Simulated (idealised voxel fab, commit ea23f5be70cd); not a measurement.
Herein follows the process module entitled voxel wiring stack.
This is section cut - it's 215 nm across, gridded in 5 nm square cells.
Cross-section spec: square-cell grid; bands listed top down; each band is one or more rows. Within each band entry, the heights of the top and of the bottom of the band appear first, in that order and in nm; the materials of the band then follow from left to right, each with its corresponding width in nm. The designation "throughout" on a single material indicates that it fills the band from edge to edge; the designation "blank" indicates empty space. Measure heights from 0. That's the level where, below it, the as-received wafer is all one material. The lowest band is bottomless and extends downward; write it as in "z 0 and below". When a width is written as two numbers, as in "30 to 40", the first number is the width in the top row of cells of the band and the second is the width in its bottom row, and the width changes by the same amount from each row to the next. Take "left unchanged" at face value: in the step it is given for, the cross-section changed in none of its cells. Empty spaces without an open route to the top, at least 8 cells in extent, make up the entry "Enclosed internal voids"; each is given as width x height at distance, where the distance is measured from the left edge, and all are in nm. Read whatever lies past the settings on a step's line as the simulator's own remark about the step. overlay nm: how far to the right of its planned place the mask lay on this masked step (negative: to the left). Guide to the pairs. Each holds a before and an after cross-section around one process step; the after cross-section is cut off at the lowest band that changed. Look under the pair for the step between them and its settings. Pairs can come from different runs of this module on the same starting wafer, so a pair follows on from the one above it only where its entry headed "Before this step" says it does.
**Before this step**
	z 95 to 90 = blank=45  SiN=40  blank=5  SiN=40  blank=5  SiN=40  blank=40
	z 90 to 75 = blank=45  SiN=5  W=30  SiN=5  blank=5  SiN=5  W=30  SiN=5  blank=5  SiN=5  W=30  SiN=5  blank=40
	z 75 to 70 = SiN=50  TiN=30  SiN=15  TiN=30  SiN=15  TiN=30  SiN=45
	z 70 to 50 = lowk=50  Ru=15  lowk=30  Ru=15  lowk=30  Ru=15  lowk=60
	z 50 to 45 = SiCN=50  Ru=15  SiCN=30  Ru=15  SiCN=30  Ru=15  SiCN=60
	z 45 to 20 = lowk=50  Ru=25  lowk=20  Ru=25  lowk=20  Ru=25  lowk=50
	z 20 to 15 = lowk=50  TiN=25  lowk=20  TiN=25  lowk=20  TiN=25  lowk=50
	z 15 to 0 = SiO2 throughout
	z 0 and below = Si throughout
	Enclosed internal voids: none
**Step Result**
	z 100 to 95 = SiO2 throughout
	z 95 to 90 = SiO2=45  SiN=40  SiO2=5  SiN=40  SiO2=5  SiN=40  SiO2=40
	z 90 to 75 = SiO2=45  SiN=5  W=30  SiN=5  SiO2=5  SiN=5  W=30  SiN=5  SiO2=5  SiN=5  W=30  SiN=5  SiO2=40
	below 75: unchanged
	Enclosed internal voids: none
Between the two cross-sections shown above, the process step is FILL_DEP | material SiO2 | thk nm 5
Before this step: The cross-section prior to this step is the one presented after the step of the pair immediately above.
**Step Result**
	z 90 to 75 = SiO2=45  SiN=5  W=30  SiN=5  SiO2=5  SiN=5  W=30  SiN=5  SiO2=5  SiN=5  W=30  SiN=5  SiO2=40
	below 75: unchanged
	Enclosed internal voids: none
Between the two cross-sections shown above, the process step is CMP | height nm 90
Before this step: The cross-section prior to this step is the one presented after the step of the pair immediately above.
**Step Result**
	z 95 to 90 = SiN throughout
	below 90: unchanged
	Enclosed internal voids: none
Between the two cross-sections shown above, the process step is CONFORMAL_DEP | material SiN | thk nm 5
**Before this step**
	z 45 to 20 = Ru throughout
	z 20 to 15 = TiN throughout
	z 15 to 0 = SiO2 throughout
	z 0 and below = Si throughout
	Enclosed internal voids: none
**Step Result**
	z 65 to 45 = blank=40  resist=25  blank=20  resist=25  blank=20  resist=25  blank=60
	below 45: unchanged
	Enclosed internal voids: none
Between the two cross-sections shown above, the process step is PATTERN | tone cover | mask id METAL_1 | material resist | width nm 25 | pitch nm 45 | thk nm 20 | overlay nm -10
Before this step: The cross-section prior to this step is the one presented after the step of the pair immediately above.
**Step Result**
	z 65 to 45 = blank=40  resist=25  blank=20  resist=25  blank=20  resist=25  blank=60
	z 45 to 20 = blank=40  Ru=25  blank=20  Ru=25  blank=20  Ru=25  blank=60
	below 20: unchanged
	Enclosed internal voids: none
Between the two cross-sections shown above, the process step is DIRECTIONAL_ETCH | etch materials Ru | depth nm 25
Before this step: The cross-section prior to this step is the one presented after the step of the pair immediately above.
**Step Result**
	z 65 to 45 = blank=40  resist=25  blank=20  resist=25  blank=20  resist=25  blank=60
	z 45 to 20 = blank=40  Ru=25  blank=20  Ru=25  blank=20  Ru=25  blank=60
	z 20 to 15 = blank=40  TiN=25  blank=20  TiN=25  blank=20  TiN=25  blank=60
	below 15: unchanged
	Enclosed internal voids: none
Between the two cross-sections shown above, the process step is DIRECTIONAL_ETCH | etch materials TiN | depth nm 5
Before this step: The cross-section prior to this step is the one presented after the step of the pair immediately above.
**Step Result**
	z 45 to 20 = blank=40  Ru=25  blank=20  Ru=25  blank=20  Ru=25  blank=60
	below 20: unchanged
	Enclosed internal voids: none
Between the two cross-sections shown above, the process step is STRIP | etch materials resist
Before this step: The cross-section prior to this step is the one presented after the step of the pair immediately above.
**Step Result**
	z 50 to 45 = lowk throughout
	z 45 to 20 = lowk=40  Ru=25  lowk=20  Ru=25  lowk=20  Ru=25  lowk=60
	z 20 to 15 = lowk=40  TiN=25  lowk=20  TiN=25  lowk=20  TiN=25  lowk=60
	below 15: unchanged
	Enclosed internal voids: none
Between the two cross-sections shown above, the process step is FILL_DEP | material lowk | thk nm 5
Before this step: The cross-section prior to this step is the one presented after the step of the pair immediately above.
**Step Result**
	z 45 to 20 = lowk=40  Ru=25  lowk=20  Ru=25  lowk=20  Ru=25  lowk=60
	below 20: unchanged
	Enclosed internal voids: none
Between the two cross-sections shown above, the process step is CMP | height nm 45
Before this step: The cross-section prior to this step is the one presented after the step of the pair immediately above.
**Step Result**
	z 50 to 45 = SiCN throughout
	below 45: unchanged
	Enclosed internal voids: none
Between the two cross-sections shown above, the process step is CONFORMAL_DEP | material SiCN | thk nm 5
Before this step: The cross-section prior to this step is the one presented after the step of the pair immediately above.
**Step Result**
	z 70 to 50 = lowk throughout
	below 50: unchanged
	Enclosed internal voids: none
Between the two cross-sections shown above, the process step is DIRECTIONAL_DEP | material lowk | thk nm 20
Before this step: The cross-section prior to this step is the one presented after the step of the pair immediately above.
**Step Result**
	z 90 to 70 = resist=50  blank=15  resist=30  blank=15  resist=30  blank=15  resist=60
	below 70: unchanged
	Enclosed internal voids: none
Between the two cross-sections shown above, the process step is PATTERN | tone open | mask id PLUG_1 | material resist | width nm 15 | pitch nm 45 | thk nm 20 | overlay nm 0
Before this step: The cross-section prior to this step is the one presented after the step of the pair immediately above.
**Step Result**
	z 90 to 70 = resist=50  blank=15  resist=30  blank=15  resist=30  blank=15  resist=60
	z 70 to 50 = lowk=50  blank=15  lowk=30  blank=15  lowk=30  blank=15  lowk=60
	below 50: unchanged
	Enclosed internal voids: none
Between the two cross-sections shown above, the process step is DIRECTIONAL_ETCH | etch materials lowk | depth nm 20
Before this step: The cross-section prior to this step is the one presented after the step of the pair immediately above.
**Step Result**
	z 90 to 70 = resist=50  blank=15  resist=30  blank=15  resist=30  blank=15  resist=60
	z 70 to 50 = lowk=50  blank=15  lowk=30  blank=15  lowk=30  blank=15  lowk=60
	z 50 to 45 = SiCN=50  blank=15  SiCN=30  blank=15  SiCN=30  blank=15  SiCN=60
	below 45: unchanged
	Enclosed internal voids: none
Between the two cross-sections shown above, the process step is DIRECTIONAL_ETCH | etch materials SiCN | depth nm 5
Before this step: The cross-section prior to this step is the one presented after the step of the pair immediately above.
**Step Result**
	z 70 to 50 = lowk=50  blank=15  lowk=30  blank=15  lowk=30  blank=15  lowk=60
	below 50: unchanged
	Enclosed internal voids: none
Between the two cross-sections shown above, the process step is STRIP | etch materials resist
Before this step: The cross-section prior to this step is the one presented after the step of the pair immediately above.
**Step Result**
	z 70 to 55 = lowk=50  blank=15  lowk=30  blank=15  lowk=30  blank=15  lowk=60
	z 55 to 50 = lowk=50  Ru=15  lowk=30  Ru=15  lowk=30  Ru=15  lowk=60
	z 50 to 45 = SiCN=50  Ru=15  SiCN=30  Ru=15  SiCN=30  Ru=15  SiCN=60
	below 45: unchanged
	Enclosed internal voids: none
Between the two cross-sections shown above, the process step is EPI | material Ru | thk nm 10
Before this step: The cross-section prior to this step is the one presented after the step of the pair immediately above.
**Step Result**
	z 70 to 65 = lowk=50  blank=15  lowk=30  blank=15  lowk=30  blank=15  lowk=60
	z 65 to 50 = lowk=50  Ru=15  lowk=30  Ru=15  lowk=30  Ru=15  lowk=60
	below 50: unchanged
	Enclosed internal voids: none
Between the two cross-sections shown above, the process step is EPI | material Ru | thk nm 10
Before this step: The cross-section prior to this step is the one presented after the step of the pair immediately above.
**Step Result**
	z 70 to 50 = lowk=50  Ru=15  lowk=30  Ru=15  lowk=30  Ru=15  lowk=60
	below 50: unchanged
	Enclosed internal voids: none
Between the two cross-sections shown above, the process step is EPI | material Ru | thk nm 5
Before this step: The cross-section prior to this step is the one presented after the step of the pair immediately above.
**Step Result**
	z 75 to 70 = TiN throughout
	below 70: unchanged
	Enclosed internal voids: none
Between the two cross-sections shown above, the process step is DIRECTIONAL_DEP | material TiN | thk nm 5
Before this step: The cross-section prior to this step is the one presented after the step of the pair immediately above.
**Step Result**
	z 90 to 75 = W throughout
	below 75: unchanged
	Enclosed internal voids: none
Between the two cross-sections shown above, the process step is DIRECTIONAL_DEP | material W | thk nm 15
Before this step: The cross-section prior to this step is the one presented after the step of the pair immediately above.
**Step Result**
	z 105 to 90 = blank=50  resist=25  blank=20  resist=25  blank=20  resist=25  blank=50
	below 90: unchanged
	Enclosed internal voids: none
Between the two cross-sections shown above, the process step is PATTERN | tone cover | mask id METAL_2 | material resist | width nm 25 | pitch nm 45 | thk nm 15 | overlay nm 0
Before this step: The cross-section prior to this step is the one presented after the step of the pair immediately above.
**Step Result**
	z 105 to 90 = blank=50  resist=25  blank=20  resist=25  blank=20  resist=25  blank=50
	z 90 to 75 = blank=50  W=25  blank=20  W=25  blank=20  W=25  blank=50
	below 75: unchanged
	Enclosed internal voids: none
Between the two cross-sections shown above, the process step is DIRECTIONAL_ETCH | etch materials W | depth nm 15
Before this step: The cross-section prior to this step is the one presented after the step of the pair immediately above.
**Step Result**
	z 105 to 90 = blank=50  resist=25  blank=20  resist=25  blank=20  resist=25  blank=50
	z 90 to 75 = blank=50  W=25  blank=20  W=25  blank=20  W=25  blank=50
	z 75 to 70 = blank=50  TiN=25  blank=20  TiN=25  blank=20  TiN=25  blank=50
	below 70: unchanged
	Enclosed internal voids: none
Between the two cross-sections shown above, the process step is DIRECTIONAL_ETCH | etch materials TiN | depth nm 5
Before this step: The cross-section prior to this step is the one presented after the step of the pair immediately above.
**Step Result**
	z 90 to 75 = blank=50  W=25  blank=20  W=25  blank=20  W=25  blank=50
	below 75: unchanged
	Enclosed internal voids: none
Between the two cross-sections shown above, the process step is STRIP | etch materials resist
Before this step: The cross-section prior to this step is the one presented after the step of the pair immediately above.
**Step Result**
	z 95 to 90 = blank=45  SiN=35  blank=10  SiN=35  blank=10  SiN=35  blank=45
	z 90 to 75 = blank=45  SiN=5  W=25  SiN=5  blank=10  SiN=5  W=25  SiN=5  blank=10  SiN=5  W=25  SiN=5  blank=45
	z 75 to 70 = SiN=50  TiN=25  SiN=20  TiN=25  SiN=20  TiN=25  SiN=50
	below 70: unchanged
	Enclosed internal voids: none
Between the two cross-sections shown above, the process step is CONFORMAL_DEP | material SiN | thk nm 5
Before this step: The cross-section prior to this step is the one presented after the step of the pair immediately above.
**Step Result**
	z 100 to 95 = SiO2 throughout
	z 95 to 90 = SiO2=45  SiN=35  SiO2=10  SiN=35  SiO2=10  SiN=35  SiO2=45
	z 90 to 75 = SiO2=45  SiN=5  W=25  SiN=5  SiO2=10  SiN=5  W=25  SiN=5  SiO2=10  SiN=5  W=25  SiN=5  SiO2=45
	below 75: unchanged
	Enclosed internal voids: none
Between the two cross-sections shown above, the process step is FILL_DEP | material SiO2 | thk nm 5
Before this step: The cross-section prior to this step is the one presented after the step of the pair immediately above.
**Step Result**
	z 90 to 75 = SiO2=45  SiN=5  W=25  SiN=5  SiO2=10  SiN=5  W=25  SiN=5  SiO2=10  SiN=5  W=25  SiN=5  SiO2=45
	below 75: unchanged
	Enclosed internal voids: none
Between the two cross-sections shown above, the process step is CMP | height nm 90
Before this step: The cross-section prior to this step is the one presented after the step of the pair immediately above.
**Step Result**
	z 95 to 90 = SiN throughout
	below 90: unchanged
	Enclosed internal voids: none
Between the two cross-sections shown above, the process step is CONFORMAL_DEP | material SiN | thk nm 5
**Before this step**
	z 90 to 75 = SiO2=45  SiN=5  W=25  SiN=5  SiO2=10  SiN=5  W=25  SiN=5  SiO2=10  SiN=5  W=25  SiN=5  SiO2=45
	z 75 to 70 = SiN=50  TiN=25  SiN=20  TiN=25  SiN=20  TiN=25  SiN=50
	z 70 to 50 = lowk=50  Ru=15  lowk=30  Ru=15  lowk=30  Ru=15  lowk=60
	z 50 to 45 = SiCN=50  Ru=15  SiCN=30  Ru=15  SiCN=30  Ru=15  SiCN=60
	z 45 to 20 = lowk=50  Ru=25  lowk=20  Ru=25  lowk=20  Ru=25  lowk=50
	z 20 to 15 = lowk=50  TiN=25  lowk=20  TiN=25  lowk=20  TiN=25  lowk=50
	z 15 to 0 = SiO2 throughout
	z 0 and below = Si throughout
	Enclosed internal voids: none
**Step Result**
	z 95 to 90 = W throughout
	below 90: unchanged
	Enclosed internal voids: none
Between the two cross-sections shown above, the process step is CONFORMAL_DEP | material W | thk nm 5
**Before this step**
	z 90 to 75 = W throughout
	z 75 to 70 = TiN throughout
	z 70 to 50 = lowk=50  Ru=15  lowk=30  Ru=15  lowk=30  Ru=15  lowk=60
	z 50 to 45 = SiCN=50  Ru=15  SiCN=30  Ru=15  SiCN=30  Ru=15  SiCN=60
	z 45 to 20 = lowk=50  Ru=25  lowk=20  Ru=25  lowk=20  Ru=25  lowk=50
	z 20 to 15 = lowk=50  TiN=25  lowk=20  TiN=25  lowk=20  TiN=25  lowk=50
	z 15 to 0 = SiO2 throughout
	z 0 and below = Si throughout
	Enclosed internal voids: none
**Step Result**
	z 105 to 90 = resist=50  blank=25  resist=20  blank=25  resist=20  blank=25  resist=50
	below 90: unchanged
	Enclosed internal voids: none
Between the two cross-sections shown above, the process step is PATTERN | tone open | mask id METAL_2 | material resist | width nm 25 | pitch nm 45 | thk nm 15 | overlay nm 0
Before this step: The cross-section prior to this step is the one presented after the step of the pair immediately above.
**Step Result**
	z 105 to 90 = resist=50  blank=25  resist=20  blank=25  resist=20  blank=25  resist=50
	z 90 to 75 = W=50  blank=25  W=20  blank=25  W=20  blank=25  W=50
	below 75: unchanged
	Enclosed internal voids: none
Between the two cross-sections shown above, the process step is DIRECTIONAL_ETCH | etch materials W | depth nm 15
Before this step: The cross-section prior to this step is the one presented after the step of the pair immediately above.
**Step Result**
	z 105 to 90 = resist=50  blank=25  resist=20  blank=25  resist=20  blank=25  resist=50
	z 90 to 75 = W=50  blank=25  W=20  blank=25  W=20  blank=25  W=50
	z 75 to 70 = TiN=50  blank=25  TiN=20  blank=25  TiN=20  blank=25  TiN=50
	below 70: unchanged
	Enclosed internal voids: none
Between the two cross-sections shown above, the process step is DIRECTIONAL_ETCH | etch materials TiN | depth nm 5
Before this step: The cross-section prior to this step is the one presented after the step of the pair immediately above.
**Step Result**
	z 90 to 75 = W=50  blank=25  W=20  blank=25  W=20  blank=25  W=50
	below 75: unchanged
	Enclosed internal voids: none
Between the two cross-sections shown above, the process step is STRIP | etch materials resist
Before this step: The cross-section prior to this step is the one presented after the step of the pair immediately above.
**Step Result**
	z 95 to 90 = SiN=55  blank=15  SiN=30  blank=15  SiN=30  blank=15  SiN=55
	z 90 to 75 = W=50  SiN=5  blank=15  SiN=5  W=20  SiN=5  blank=15  SiN=5  W=20  SiN=5  blank=15  SiN=5  W=50
	z 75 to 70 = TiN=50  SiN=25  TiN=20  SiN=25  TiN=20  SiN=25  TiN=50
	below 70: unchanged
	Enclosed internal voids: none
Between the two cross-sections shown above, the process step is CONFORMAL_DEP | material SiN | thk nm 5
Before this step: The cross-section prior to this step is the one presented after the step of the pair immediately above.
**Step Result**
	z 100 to 95 = SiO2 throughout
	z 95 to 90 = SiN=55  SiO2=15  SiN=30  SiO2=15  SiN=30  SiO2=15  SiN=55
	z 90 to 75 = W=50  SiN=5  SiO2=15  SiN=5  W=20  SiN=5  SiO2=15  SiN=5  W=20  SiN=5  SiO2=15  SiN=5  W=50
	below 75: unchanged
	Enclosed internal voids: none
Between the two cross-sections shown above, the process step is FILL_DEP | material SiO2 | thk nm 5
Before this step: The cross-section prior to this step is the one presented after the step of the pair immediately above.
**Step Result**
	z 90 to 75 = W=50  SiN=5  SiO2=15  SiN=5  W=20  SiN=5  SiO2=15  SiN=5  W=20  SiN=5  SiO2=15  SiN=5  W=50
	below 75: unchanged
	Enclosed internal voids: none
Between the two cross-sections shown above, the process step is CMP | height nm 90
Before this step: The cross-section prior to this step is the one presented after the step of the pair immediately above.
**Step Result**
	z 95 to 90 = SiN throughout
	below 90: unchanged
	Enclosed internal voids: none
Between the two cross-sections shown above, the process step is CONFORMAL_DEP | material SiN | thk nm 5
